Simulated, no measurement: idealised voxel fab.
process module | voxel gate over fins
cross-section cut | 235 nm wide | cells 5 nm
A cross-section is a grid of square cells, given in bands from the top down. A band is one or more rows of cells.
Each band's line starts with the height of the band's top and of its bottom, in nm. Then come its materials from left to right, each with its width in nm. One material with "throughout" fills the band from edge to edge. "air" is empty space.
Height 0 is the level under which the wafer as received is all one material. The lowest band goes on downwards, as in "0 down".
A width such as "30 to 40" changes by the same amount from each row of cells to the next, from the band's top row to its bottom row.
"no change" after a step means that no cell of the cross-section changed.
closed voids: empty space of 8 cells or more with no open way to the top, each as width x height at its distance from the left edge, in nm
after a step's settings: what the simulator itself notes on the step
overlay nm, on a step with a mask: how far to the right of its planned place the mask lay; to the left if negative
plan
1 op RECEIVE | material Si
2 op CONFORMAL_DEP | material SiN | thk nm 10
3 op MASKED_ETCH | tone cover | mask id FINS | width nm 15 | pitch nm 50 | etch materials SiN | depth nm 10 | overlay nm -15
4 op MASKED_ETCH | tone cover | mask id FINS | width nm 15 | pitch nm 50 | etch materials Si | depth nm 30 | overlay nm 0
5 op OXIDIZE | depth nm 5
6 op FILL_DEP | material SiO2 | thk nm 10
7 op CMP | height nm 10
8 op PATTERN | tone open | mask id RAIL | material resist | width nm 15 | thk nm 15 | overlay nm 0
9 op DIRECTIONAL_ETCH | etch materials SiO2 | depth nm 35
10 op STRIP | etch materials resist
11 op CONFORMAL_DEP | material TiN | thk nm 5
12 op FILL_DEP | material W | thk nm 5
13 op CMP | height nm 10
14 op SELECTIVE_ETCH | etch materials W Ru TiN | depth nm 30
15 op FILL_DEP | material SiO2 | thk nm 5
16 op CMP | height nm 10
17 op SELECTIVE_ETCH | etch materials SiO2 | depth nm 20
18 op STRIP | etch materials SiN
19 op CONFORMAL_DEP | material HfO2 | thk nm 5
20 op CONFORMAL_DEP | material TiN | thk nm 5
21 op CONFORMAL_DEP | material TiAl | thk nm 5
22 op CONFORMAL_DEP | material TiN | thk nm 5
23 op FILL_DEP | material W | thk nm 10
24 op CMP | height nm 25
25 op CONFORMAL_DEP | material SiN | thk nm 5
varied across the wafers: overlay nm of step 3. The plan shows the first wafer's value. All wafers start alike
first wafer as received, after step 1
  0 down: Si throughout
  closed voids: none
each wafer at the end: cells of each material gained (+) or lost (-) since it was received, then its closed voids
overlay nm -15 | +63 HfO2 | -229 Si | +47 SiN | +153 SiO2 | +63 TiAl | +122 TiN | +63 W | closed voids: none
overlay nm -10 | +63 HfO2 | -253 Si | +47 SiN | +172 SiO2 | +63 TiAl | +126 TiN | +64 W | closed voids: none
overlay nm -5 | +63 HfO2 | -277 Si | +47 SiN | +192 SiO2 | +63 TiAl | +129 TiN | +65 W | closed voids: none
overlay nm 0 | +63 HfO2 | -301 Si | +47 SiN | +212 SiO2 | +63 TiAl | +129 TiN | +69 W | closed voids: none
overlay nm 5 | +63 HfO2 | -277 Si | +47 SiN | +192 SiO2 | +63 TiAl | +129 TiN | +65 W | closed voids: none
overlay nm 10 | +63 HfO2 | -253 Si | +47 SiN | +172 SiO2 | +63 TiAl | +126 TiN | +64 W | closed voids: none
overlay nm 15 | +63 HfO2 | -229 Si | +47 SiN | +153 SiO2 | +63 TiAl | +122 TiN | +63 W | closed voids: none
